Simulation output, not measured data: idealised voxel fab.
Process module in this document: voxel fin reveal
FYI the section here is cut, 290 nm wide, cells are 5 nm squares.
Cross-sections here: square-cell grids, written as top-down lists of bands, a band being one or more rows of cells. It is stipulated that each band's entry specify, in nanometres, the height of the top of the band and then that of its bottom, followed by the materials of the band in left-to-right sequence, each together with its width in nanometres. A single material marked by the word "throughout" is understood to fill the band from edge to edge; the word "empty" is understood to denote empty space. For the purposes of this specification, 0 denotes the height below which the wafer in its as-received condition is composed wholly of one material, and the lowermost band, lacking a lower limit, extends downward without end, as expressed in "0 nm and below". Think of "30 to 40" as a width that walks from the first number to the second as you go down the band, top row to bottom row, taking equal-sized steps from row to row. Step note "stayed the same" = no cross-section cell changed. If an empty space has no open way to the top and is at least 8 cells in size, "Fully sealed cavities" lists it, written width x height at distance, where distance is measured from the left edge and every value is in nm. Note: text after step settings on the step line = simulator remark on that step. You can add "overlay nm" to a step's line. For a step with a mask, it describes how far the mask lay to the right of its planned position, and a negative number describes a lay to the left.

Process steps (planned):
1,RECEIVE | material Si
2,CONFORMAL_DEP | material SiN | thk nm 10
3,DIRECTIONAL_DEP | material aC | thk nm 15
4,PATTERN | tone cover | mask id FINS | material resist | width nm 15 | pitch nm 35 | thk nm 30 | overlay nm 0
5,DIRECTIONAL_ETCH | etch materials aC | depth nm 15
6,STRIP | etch materials resist
7,DIRECTIONAL_ETCH | etch materials SiN | depth nm 10
8,DIRECTIONAL_ETCH | etch materials Si | depth nm 35
9,STRIP | etch materials aC
10,OXIDIZE | depth nm 5
11,FILL_DEP | material SiO2 | thk nm 5
12,CMP | height nm 10
13,SELECTIVE_ETCH | etch materials SiO2 | depth nm 35
14,STRIP | etch materials SiN
15,CONFORMAL_DEP | material SiO2 | thk nm 5

Shown in cross-section is the wafer as received, that is, as it stands after step 1:
* 0 nm and below | Si throughout
* Fully sealed cavities: none

First wafer at the end, as planned:
* 5 nm to 0 nm | 85 nm empty, then 15 nm SiO2, then 20 nm empty, then 15 nm SiO2, then 20 nm empty, then 15 nm SiO2, then 20 nm empty, then 15 nm SiO2, then 85 nm empty
* 0 nm to -20 nm | 85 nm empty, then 5 nm SiO2, then 5 nm Si, then 5 nm SiO2, then 20 nm empty, then 5 nm SiO2, then 5 nm Si, then 5 nm SiO2, then 20 nm empty, then 5 nm SiO2, then 5 nm Si, then 5 nm SiO2, then 20 nm empty, then 5 nm SiO2, then 5 nm Si, then 5 nm SiO2, then 85 nm empty
* -20 nm to -40 nm | 90 nm SiO2, then 5 nm Si, then 30 nm SiO2, then 5 nm Si, then 30 nm SiO2, then 5 nm Si, then 30 nm SiO2, then 5 nm Si, then 90 nm SiO2
* -40 nm and below | Si throughout
* Fully sealed cavities: none

Cross-sectional view of the second of two wafers upon completion of the module. This wafer shared its starting condition and process plan with the first; one error was made during its execution:
* 5 nm to 0 nm | 90 nm empty, then 15 nm SiO2, then 20 nm empty, then 15 nm SiO2, then 20 nm empty, then 15 nm SiO2, then 20 nm empty, then 15 nm SiO2, then 80 nm empty
* 0 nm to -20 nm | 90 nm empty, then 5 nm SiO2, then 5 nm Si, then 5 nm SiO2, then 20 nm empty, then 5 nm SiO2, then 5 nm Si, then 5 nm SiO2, then 20 nm empty, then 5 nm SiO2, then 5 nm Si, then 5 nm SiO2, then 20 nm empty, then 5 nm SiO2, then 5 nm Si, then 5 nm SiO2, then 80 nm empty
* -20 nm to -40 nm | 95 nm SiO2, then 5 nm Si, then 30 nm SiO2, then 5 nm Si, then 30 nm SiO2, then 5 nm Si, then 30 nm SiO2, then 5 nm Si, then 85 nm SiO2
* -40 nm and below | Si throughout
* Fully sealed cavities: none
The plan and the run diverged here: step 4 did not happen as planned, as run it was PATTERN | tone cover | mask id FINS | material resist | width nm 15 | pitch nm 35 | thk nm 30 | overlay nm 5
At the close, every material occupies the same number of cells on the second wafer as on the first, only in different positions.
